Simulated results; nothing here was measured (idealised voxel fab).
Name of the process module below: voxel double patterning
Each square cell in cross-section cut measures 5 nm, and the section as a whole is 300 nm wide.
We lay out every cross-section as a grid of square cells and spell it out in bands from the top down, where one band means one or more rows of cells. This entry defines a band. It first specifies the height of the band's top and the height of its bottom in nm, and then specifies the band's materials from left to right, stating each material with its width in nm. The word "all across" identifies a single material that fills the band from edge to edge, while the word "blank" identifies empty space. Height datum 0, below which the as-received substrate wafer is one material. Lowest band open at the bottom, running downward: "0 -> down". You'd read "30..40" like this: the band's top row of cells is as wide as the first number, its bottom row is as wide as the second, and going down, every row changes width by the same amount as the row before did. Basically "nothing changed" means that step didn't change any cell in the cross-section. The label "Unvented internal voids" introduces a list of the empty spaces, 8 cells or larger, that have no open way up to the top; each entry in it reads width x height at distance, where the distance is taken from the left edge and all three are stated in nm. The remark found on a step's line after its settings is issued by the simulator itself and pertains to that step. The "overlay nm" setting may appear on a step's line; for a step that uses a mask, it gives how far to the right of its planned position the mask lay, and a negative value indicates the left.
**The planned process steps are enumerated hereunder**
1) RECEIVE with material Si
2) CONFORMAL_DEP with material SiO2, thk nm 10
3) DIRECTIONAL_DEP with material TiN, thk nm 5
4) DIRECTIONAL_DEP with material SiCN, thk nm 5
5) DIRECTIONAL_DEP with material aC, thk nm 10
6) PATTERN with tone open, mask id FIRST, material resist, width nm 15, pitch nm 50, thk nm 30, overlay nm 0
7) DIRECTIONAL_ETCH with etch materials aC, depth nm 10
8) STRIP with etch materials resist
9) DIRECTIONAL_ETCH with etch materials SiCN, depth nm 5
10) STRIP with etch materials aC
11) MASKED_ETCH with tone open, mask id SECOND, width nm 15, pitch nm 50, etch materials SiCN, depth nm 5, overlay nm 0
12) DIRECTIONAL_ETCH with etch materials TiN, depth nm 15
13) STRIP with etch materials SiCN
Keep in mind the plan's value for the thk nm of step 3 comes from the first wafer; the wafers don't share that setting, but they do share the same starting point.
**The as-received cross-section of the first of several wafers corresponds to the state after step 1**
> 0 -> down  Si all across
> Unvented internal voids: none
**Take a look at the first of several wafers in cross-section: the module is done, and step 13 was its last step**
> 15 -> 10  90 TiN, then 15 blank, then 10 TiN, then 15 blank, then 10 TiN, then 15 blank, then 10 TiN, then 15 blank, then 10 TiN, then 15 blank, then 95 TiN
> 10 -> 0  SiO2 all across
> 0 -> down  Si all across
> Unvented internal voids: none
**Cross-section, last wafer, module completion**
> 40 -> 25  90 TiN, then 15 blank, then 10 TiN, then 15 blank, then 10 TiN, then 15 blank, then 10 TiN, then 15 blank, then 10 TiN, then 15 blank, then 95 TiN
> 25 -> 10  TiN all across
> 10 -> 0  SiO2 all across
> 0 -> down  Si all across
> Unvented internal voids: none
**Every row in this table is a wafer at the end of the module, and it gives, for each of the materials, the cells that wafer has gained (+) or lost (-) since it was received, then its closed voids**
thk nm 5; +120 SiO2; +45 TiN; Unvented internal voids: none
thk nm 10; +120 SiO2; +90 TiN; Unvented internal voids: none
thk nm 15; +120 SiO2; +135 TiN; Unvented internal voids: none
thk nm 20; +120 SiO2; +195 TiN; Unvented internal voids: none
thk nm 25; +120 SiO2; +255 TiN; Unvented internal voids: none
thk nm 30; +120 SiO2; +315 TiN; Unvented internal voids: none
